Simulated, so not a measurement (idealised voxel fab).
Proc. module: voxel lift off
This is section cut - it's 140 nm across, gridded in 5 nm square cells.
If you're reading a cross-section in this doc, picture square cells in a grid; it comes to you as bands, top ones listed first down to the bottom, and a band can be one or more rows of cells. This entry defines a band. It first specifies the height of the band's top and the height of its bottom in nm, and then specifies the band's materials from left to right, stating each material with its width in nm. The word "everywhere" identifies a single material that fills the band from edge to edge, while the word "empty" identifies empty space. Note: height 0 marks the level under which the wafer is uniformly one material as received. Lowest band unbounded below, written "0 -> down". Read "30 to 40" as a graded width: first number on top, second number at the bottom, same change between each pair of neighbouring rows. The cross-section has no changed cell in any step marked "remained the same". The entry titled "Enclosed void entries" provides the empty spaces that have no open way to the top, restricted to those of 8 cells or more. Each is presented as width x height at distance, the distance being measured from the left edge, with all three in nm. It should be noted that, on the line of a given step, the content following the step's settings is a remark produced by the simulator itself with respect to that step. A step's line can hold "overlay nm"; with a mask on that step, the setting says how far right of the planned place the mask lay, while a negative setting says it lay to the left.
So here's the lineup of process steps we planned:
1,RECEIVE,material Si
2,CONFORMAL_DEP,material Al2O3,thk nm 10
3,PATTERN,tone open,mask id LINES,material resist,width nm 25,pitch nm 40,thk nm 20,overlay nm 0
4,DIRECTIONAL_DEP,material Ru,thk nm 10
5,STRIP,etch materials resist
6,CONFORMAL_DEP,material SiO2,thk nm 10
Wafer, first of two, run as planned:
Received-state cross-section, reflecting completion of step 1:
* 0 -> down: Si everywhere
* Enclosed void entries: none
Cross-section: wafer state after step 2:
* 10 -> 0: Al2O3 everywhere
* Below 0, the layers are the same as they were.
Cross-section: wafer state after step 3:
* 30 -> 10: 15 nm resist  25 nm empty  15 nm resist  25 nm empty  15 nm resist  25 nm empty  20 nm resist
* Below 10, the layers are the same as they were.
Cross-section: wafer state after step 4:
* 40 -> 30: 15 nm Ru  25 nm empty  15 nm Ru  25 nm empty  15 nm Ru  25 nm empty  20 nm Ru
* 30 -> 20: 15 nm resist  25 nm empty  15 nm resist  25 nm empty  15 nm resist  25 nm empty  20 nm resist
* 20 -> 10: 15 nm resist  25 nm Ru  15 nm resist  25 nm Ru  15 nm resist  25 nm Ru  20 nm resist
* Below 10, the layers are the same as they were.
Cross-section: wafer state after step 5:
* 20 -> 10: 15 nm empty  25 nm Ru  15 nm empty  25 nm Ru  15 nm empty  25 nm Ru  20 nm empty
* Below 10, the layers are the same as they were.
Cross-section: wafer state after step 6:
* 30 -> 20: 5 nm empty  125 nm SiO2  10 nm empty
* 20 -> 10: 15 nm SiO2  25 nm Ru  15 nm SiO2  25 nm Ru  15 nm SiO2  25 nm Ru  20 nm SiO2
* Below 10, the layers are the same as they were.
Second of two: same start, same plan, one run error; steps up to and including 3 match the first:
Second wafer shown in cross-section at the time step 4 was slated to end: remained the same
Second wafer shown in cross-section at the time step 5 was slated to end:
* 10 -> 0: Al2O3 everywhere
* Below 0, the layers are the same as they were.
Second wafer shown in cross-section at the time step 6 was slated to end:
* 20 -> 10: SiO2 everywhere
* Below 10, the layers are the same as they were.
In executing the process, a mistake was made relative to the plan: the plan's step 4 went unexecuted, having been skipped
Final wafer comparison in cells, second versus first, more or fewer per material: Ru -30 | SiO2 -20
